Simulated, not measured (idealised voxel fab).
The name of this process module is voxel wiring stack.
Shown is cross-section cut, with a width of 255 nm and square cells of size 5 nm.
Cross-section format: a grid of square cells, given as bands from top to bottom; each band is one or more rows of cells.
What a band's entry tells you: where the top is and where the bottom is, as heights in nm, and after that what lies inside, material by material from left to right, each with its width in nm. Empty space is written as the word "empty", and a single material marked with the word "all across" occupies the band from edge to edge.
Heights are expressed relative to 0, this being the level below which the as-received wafer comprises one material exclusively. The lowest band is unbounded in the downward direction and is denoted as in "0..down".
When a width is written as two numbers, as in "30 to 40", the first number is the width in the top row of cells of the band and the second is the width in its bottom row, and the width changes by the same amount from each row to the next.
Where a step carries "remains unaltered", the cross-section came out of it unchanged, cell for cell.
Reported under the label "Sealed void list" are the empty spaces having no open way to the top and comprising 8 cells or more; the notation for each is width x height at distance, in which the distance is measured from the left edge and all three values are in nm.
It should be noted that, on the line of a given step, the content following the step's settings is a remark produced by the simulator itself with respect to that step.
For masked steps, "overlay nm" on the step line gives how far right of plan the mask actually lay; a minus sign means it lay to the left.

Set out below are the planned steps of the process
1. RECEIVE | material Si
2. CONFORMAL_DEP | material SiO2 | thk nm 15
3. CONFORMAL_DEP | material SiN | thk nm 5
4. DIRECTIONAL_DEP | material lowk | thk nm 25
5. MASKED_ETCH | tone open | mask id METAL_1 | width nm 30 | pitch nm 50 | etch materials lowk | depth nm 25 | overlay nm 0
6. MASKED_ETCH | tone open | mask id METAL_1 | width nm 30 | pitch nm 50 | etch materials SiN | depth nm 5 | overlay nm 0
7. CONFORMAL_DEP | material TiN | thk nm 5
8. FILL_DEP | material Cu | thk nm 10
9. CMP | height nm 45
10. CONFORMAL_DEP | material SiCN | thk nm 5
11. DIRECTIONAL_DEP | material SiO2 | thk nm 25
12. MASKED_ETCH | tone open | mask id METAL_2_HOLES | width nm 15 | pitch nm 50 | etch materials SiO2 | depth nm 25 | overlay nm 0
13. MASKED_ETCH | tone open | mask id METAL_2 | width nm 30 | pitch nm 50 | etch materials SiO2 | depth nm 15 | overlay nm 0
14. MASKED_ETCH | tone open | mask id METAL_2 | width nm 30 | pitch nm 50 | etch materials SiCN | depth nm 5 | overlay nm 0
15. CONFORMAL_DEP | material TiN | thk nm 5
16. FILL_DEP | material Cu | thk nm 10
17. CMP | height nm 75
18. CONFORMAL_DEP | material SiCN | thk nm 5
19. DIRECTIONAL_DEP | material lowk | thk nm 30
20. MASKED_ETCH | tone open | mask id METAL_3 | width nm 30 | pitch nm 50 | etch materials lowk | depth nm 15 | overlay nm 0
21. MASKED_ETCH | tone open | mask id METAL_3_HOLES | width nm 15 | pitch nm 50 | etch materials lowk | depth nm 15 | overlay nm 0
22. MASKED_ETCH | tone open | mask id METAL_3_HOLES | width nm 15 | pitch nm 50 | etch materials SiCN | depth nm 5 | overlay nm 0
23. CONFORMAL_DEP | material TiN | thk nm 5
24. FILL_DEP | material Cu | thk nm 5
25. CMP | height nm 110
26. CONFORMAL_DEP | material SiN | thk nm 5

Cross-section of the wafer as it came to us, i.e., already through step 1
* 0..down  Si all across
* Sealed void list: none

First of two wafers, end-of-module section, run followed plan
* 115..110  SiN all across
* 110..100  35 lowk, 5 TiN, 20 Cu, 5 TiN, 20 lowk, 5 TiN, 20 Cu, 5 TiN, 20 lowk, 5 TiN, 20 Cu, 5 TiN, 20 lowk, 5 TiN, 20 Cu, 5 TiN, 40 lowk
* 100..95  35 lowk, 5 TiN, 5 Cu, 20 TiN, 20 lowk, 5 TiN, 5 Cu, 20 TiN, 20 lowk, 5 TiN, 5 Cu, 20 TiN, 20 lowk, 5 TiN, 5 Cu, 20 TiN, 40 lowk
* 95..80  35 lowk, 5 TiN, 5 Cu, 5 TiN, 35 lowk, 5 TiN, 5 Cu, 5 TiN, 35 lowk, 5 TiN, 5 Cu, 5 TiN, 35 lowk, 5 TiN, 5 Cu, 5 TiN, 55 lowk
* 80..75  35 SiCN, 15 TiN, 35 SiCN, 15 TiN, 35 SiCN, 15 TiN, 35 SiCN, 15 TiN, 55 SiCN
* 75..65  35 SiO2, 5 TiN, 20 Cu, 5 TiN, 20 SiO2, 5 TiN, 20 Cu, 5 TiN, 20 SiO2, 5 TiN, 20 Cu, 5 TiN, 20 SiO2, 5 TiN, 20 Cu, 5 TiN, 40 SiO2
* 65..60  35 SiO2, 5 TiN, 5 Cu, 20 TiN, 20 SiO2, 5 TiN, 5 Cu, 20 TiN, 20 SiO2, 5 TiN, 5 Cu, 20 TiN, 20 SiO2, 5 TiN, 5 Cu, 20 TiN, 40 SiO2
* 60..50  35 SiO2, 5 TiN, 5 Cu, 5 TiN, 35 SiO2, 5 TiN, 5 Cu, 5 TiN, 35 SiO2, 5 TiN, 5 Cu, 5 TiN, 35 SiO2, 5 TiN, 5 Cu, 5 TiN, 55 SiO2
* 50..45  35 SiCN, 15 TiN, 35 SiCN, 15 TiN, 35 SiCN, 15 TiN, 35 SiCN, 15 TiN, 55 SiCN
* 45..20  35 lowk, 5 TiN, 20 Cu, 5 TiN, 20 lowk, 5 TiN, 20 Cu, 5 TiN, 20 lowk, 5 TiN, 20 Cu, 5 TiN, 20 lowk, 5 TiN, 20 Cu, 5 TiN, 40 lowk
* 20..15  35 SiN, 30 TiN, 20 SiN, 30 TiN, 20 SiN, 30 TiN, 20 SiN, 30 TiN, 40 SiN
* 15..0  SiO2 all across
* 0..down  Si all across
* Sealed void list: none

Here is the second of the two wafers cut open at the end of the module - same start, same plan as the first one, but we made one mistake running it
* 115..110  SiN all across
* 110..100  35 lowk, 5 TiN, 20 Cu, 5 TiN, 20 lowk, 5 TiN, 20 Cu, 5 TiN, 20 lowk, 5 TiN, 20 Cu, 5 TiN, 20 lowk, 5 TiN, 20 Cu, 5 TiN, 40 lowk
* 100..95  35 lowk, 5 TiN, 5 Cu, 20 TiN, 20 lowk, 5 TiN, 5 Cu, 20 TiN, 20 lowk, 5 TiN, 5 Cu, 20 TiN, 20 lowk, 5 TiN, 5 Cu, 20 TiN, 40 lowk
* 95..80  35 lowk, 5 TiN, 5 Cu, 5 TiN, 35 lowk, 5 TiN, 5 Cu, 5 TiN, 35 lowk, 5 TiN, 5 Cu, 5 TiN, 35 lowk, 5 TiN, 5 Cu, 5 TiN, 55 lowk
* 80..75  35 SiCN, 15 TiN, 35 SiCN, 15 TiN, 35 SiCN, 15 TiN, 35 SiCN, 15 TiN, 55 SiCN
* 75..65  35 SiO2, 5 TiN, 20 Cu, 5 TiN, 20 SiO2, 5 TiN, 20 Cu, 5 TiN, 20 SiO2, 5 TiN, 20 Cu, 5 TiN, 20 SiO2, 5 TiN, 20 Cu, 5 TiN, 40 SiO2
* 65..60  35 SiO2, 5 TiN, 5 Cu, 20 TiN, 20 SiO2, 5 TiN, 5 Cu, 20 TiN, 20 SiO2, 5 TiN, 5 Cu, 20 TiN, 20 SiO2, 5 TiN, 5 Cu, 20 TiN, 40 SiO2
* 60..50  35 SiO2, 5 TiN, 5 Cu, 5 TiN, 35 SiO2, 5 TiN, 5 Cu, 5 TiN, 35 SiO2, 5 TiN, 5 Cu, 5 TiN, 35 SiO2, 5 TiN, 5 Cu, 5 TiN, 55 SiO2
* 50..45  35 SiCN, 15 TiN, 35 SiCN, 15 TiN, 35 SiCN, 15 TiN, 35 SiCN, 15 TiN, 55 SiCN
* 45..20  40 lowk, 5 TiN, 10 Cu, 5 TiN, 30 lowk, 5 TiN, 10 Cu, 5 TiN, 30 lowk, 5 TiN, 10 Cu, 5 TiN, 30 lowk, 5 TiN, 10 Cu, 5 TiN, 45 lowk
* 20..15  40 SiN, 20 TiN, 30 SiN, 20 TiN, 30 SiN, 20 TiN, 30 SiN, 20 TiN, 45 SiN
* 15..0  SiO2 all across
* 0..down  Si all across
* Sealed void list: none
The mistake made against the process plan was this: it should be noted that step 5 was executed with settings other than those planned, the operation and settings actually applied being MASKED_ETCH | tone open | mask id METAL_1 | width nm 20 | pitch nm 50 | etch materials lowk | depth nm 25 | overlay nm 0
Wrapping up, a cell-based count of both wafers puts the second over or under the first for these materials: Cu: 40 fewer, SiN: 8 more, TiN: 8 fewer, lowk: 40 more
